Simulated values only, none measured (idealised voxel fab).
process module | voxel transistor to metal
cross-section cut | 150 nm wide | cells 5 nm
A cross-section is a grid of square cells, given in bands from the top down. A band is one or more rows of cells.
Each band's line starts with the height of the band's top and of its bottom, in nm. Then come its materials from left to right, each with its width in nm. One material with "throughout" fills the band from edge to edge. "air" is empty space.
Height 0 is the level under which the wafer as received is all one material. The lowest band goes on downwards, as in "0 down".
A width such as "30 to 40" changes by the same amount from each row of cells to the next, from the band's top row to its bottom row.
"no change" after a step means that no cell of the cross-section changed.
closed voids: empty space of 8 cells or more with no open way to the top, each as width x height at its distance from the left edge, in nm
after a step's settings: what the simulator itself notes on the step
overlay nm, on a step with a mask: how far to the right of its planned place the mask lay; to the left if negative
plan
1 op RECEIVE | material Si
2 op OXIDIZE | depth nm 5
3 op CONFORMAL_DEP | material SiN | thk nm 10
4 op MASKED_ETCH | tone cover | mask id ACTIVE | width nm 115 | etch materials SiN | depth nm 10 | overlay nm 0
5 op MASKED_ETCH | tone cover | mask id ACTIVE | width nm 115 | etch materials SiO2 | depth nm 5 | overlay nm 0
6 op MASKED_ETCH | tone cover | mask id ACTIVE | width nm 115 | etch materials Si | depth nm 25 | overlay nm 0
7 op OXIDIZE | depth nm 5
8 op FILL_DEP | material SiO2 | thk nm 10
9 op CMP | height nm 10
10 op SELECTIVE_ETCH | etch materials SiO2 | depth nm 5
11 op STRIP | etch materials SiN
12 op SELECTIVE_ETCH | etch materials SiO2 | depth nm 5
13 op OXIDIZE | depth nm 5
14 op DIRECTIONAL_DEP | material polySi | thk nm 30
15 op DIRECTIONAL_DEP | material SiCN | thk nm 15
16 op DIRECTIONAL_DEP | material aC | thk nm 15
17 op PATTERN | tone cover | mask id GATE | material resist | width nm 25 | thk nm 35 | overlay nm 0
18 op DIRECTIONAL_ETCH | etch materials aC | depth nm 15
19 op STRIP | etch materials resist
20 op DIRECTIONAL_ETCH | etch materials SiCN | depth nm 25
21 op DIRECTIONAL_ETCH | etch materials polySi | depth nm 40
22 op STRIP | etch materials aC
23 op CONFORMAL_DEP | material SiN | thk nm 5
24 op DIRECTIONAL_ETCH | etch materials SiN | depth nm 5
25 op DIRECTIONAL_ETCH | etch materials SiO2 | depth nm 5
26 op EPI | material nSi | thk nm 5
27 op FILL_DEP | material SiO2 | thk nm 10
28 op CMP | height nm 25
29 op STRIP | etch materials polySi
30 op SELECTIVE_ETCH | etch materials SiO2 | depth nm 5
31 op CONFORMAL_DEP | material HfO2 | thk nm 5
32 op CONFORMAL_DEP | material TiN | thk nm 5
33 op FILL_DEP | material W | thk nm 5
34 op CMP | height nm 20
35 op DIRECTIONAL_DEP | material SiO2 | thk nm 10
36 op DIRECTIONAL_DEP | material aC | thk nm 10
37 op PATTERN | tone open | mask id CONTACT | material resist | width nm 20 | pitch nm 85 | thk nm 25 | overlay nm 0
38 op DIRECTIONAL_ETCH | etch materials aC | depth nm 10
39 op STRIP | etch materials resist
40 op DIRECTIONAL_ETCH | etch materials SiO2 | depth nm 35
41 op STRIP | etch materials aC
42 op CONFORMAL_DEP | material TiN | thk nm 5
43 op FILL_DEP | material W | thk nm 10
44 op CMP | height nm 30
45 op DIRECTIONAL_DEP | material TiN | thk nm 5
46 op DIRECTIONAL_DEP | material W | thk nm 15
47 op DIRECTIONAL_DEP | material aC | thk nm 15
48 op PATTERN | tone cover | mask id METAL_1 | material resist | width nm 20 | pitch nm 85 | thk nm 30 | overlay nm 0
49 op DIRECTIONAL_ETCH | etch materials aC | depth nm 15
50 op STRIP | etch materials resist
51 op DIRECTIONAL_ETCH | etch materials W | depth nm 15
52 op DIRECTIONAL_ETCH | etch materials TiN | depth nm 5
53 op STRIP | etch materials aC
54 op CONFORMAL_DEP | material SiCN | thk nm 5
55 op FILL_DEP | material lowk | thk nm 10
56 op CMP | height nm 50
57 op CONFORMAL_DEP | material SiCN | thk nm 5
58 op DIRECTIONAL_DEP | material lowk | thk nm 35
59 op PATTERN | tone open | mask id METAL_2 | material resist | width nm 20 | pitch nm 85 | thk nm 20 | overlay nm 0
60 op DIRECTIONAL_ETCH | etch materials lowk | depth nm 20
61 op STRIP | etch materials resist
62 op DIRECTIONAL_DEP | material aC | thk nm 15
63 op PATTERN | tone open | mask id METAL_2_HOLES | material resist | width nm 15 | pitch nm 85 | thk nm 35 | overlay nm 0
64 op DIRECTIONAL_ETCH | etch materials aC | depth nm 15
65 op STRIP | etch materials resist
66 op DIRECTIONAL_ETCH | etch materials lowk | depth nm 15
67 op DIRECTIONAL_ETCH | etch materials SiCN | depth nm 5
68 op STRIP | etch materials aC
69 op CONFORMAL_DEP | material TiN | thk nm 5
70 op FILL_DEP | material Cu | thk nm 10
71 op CMP | height nm 90
72 op CONFORMAL_DEP | material SiCN | thk nm 5
as received, after step 1
  0 down: Si throughout
  closed voids: none
a wafer at the end: this start, this plan, one mistake
  95 to 90: SiCN throughout
  90 to 60: lowk 20 | TiN 5 | Cu 10 | TiN 5 | lowk 65 | TiN 5 | Cu 10 | TiN 5 | lowk 25
  60 to 55: lowk 20 | TiN 5 | Cu 5 | TiN 10 | lowk 65 | TiN 5 | Cu 5 | TiN 10 | lowk 25
  55 to 50: SiCN 20 | TiN 15 | SiCN 70 | TiN 15 | SiCN 30
  50 to 35: lowk 15 | SiCN 5 | W 20 | SiCN 5 | lowk 55 | SiCN 5 | W 20 | SiCN 5 | lowk 20
  35 to 30: SiCN 20 | TiN 20 | SiCN 65 | TiN 20 | SiCN 25
  30 to 20: SiO2 20 | TiN 5 | W 10 | TiN 5 | SiO2 65 | TiN 5 | W 10 | TiN 5 | SiO2 25
  20 to 0: SiO2 20 | TiN 5 | W 10 | TiN 5 | SiO2 15 | SiN 5 | HfO2 5 | TiN 5 | W 5 | TiN 5 | HfO2 5 | SiN 5 | SiO2 15 | TiN 5 | W 10 | TiN 5 | SiO2 25
  0 to -5: SiO2 10 | SiN 5 | SiO2 5 | TiN 20 | SiO2 15 | SiN 5 | HfO2 5 | TiN 15 | HfO2 5 | SiN 5 | SiO2 15 | TiN 20 | SiO2 5 | SiN 5 | SiO2 15
  -5 to -10: SiO2 15 | nSi 40 | HfO2 35 | nSi 40 | SiO2 20
  -10 to -35: SiO2 20 | Si 105 | SiO2 25
  -35 down: Si throughout
  closed voids: none
what went wrong: step 60 was run twice
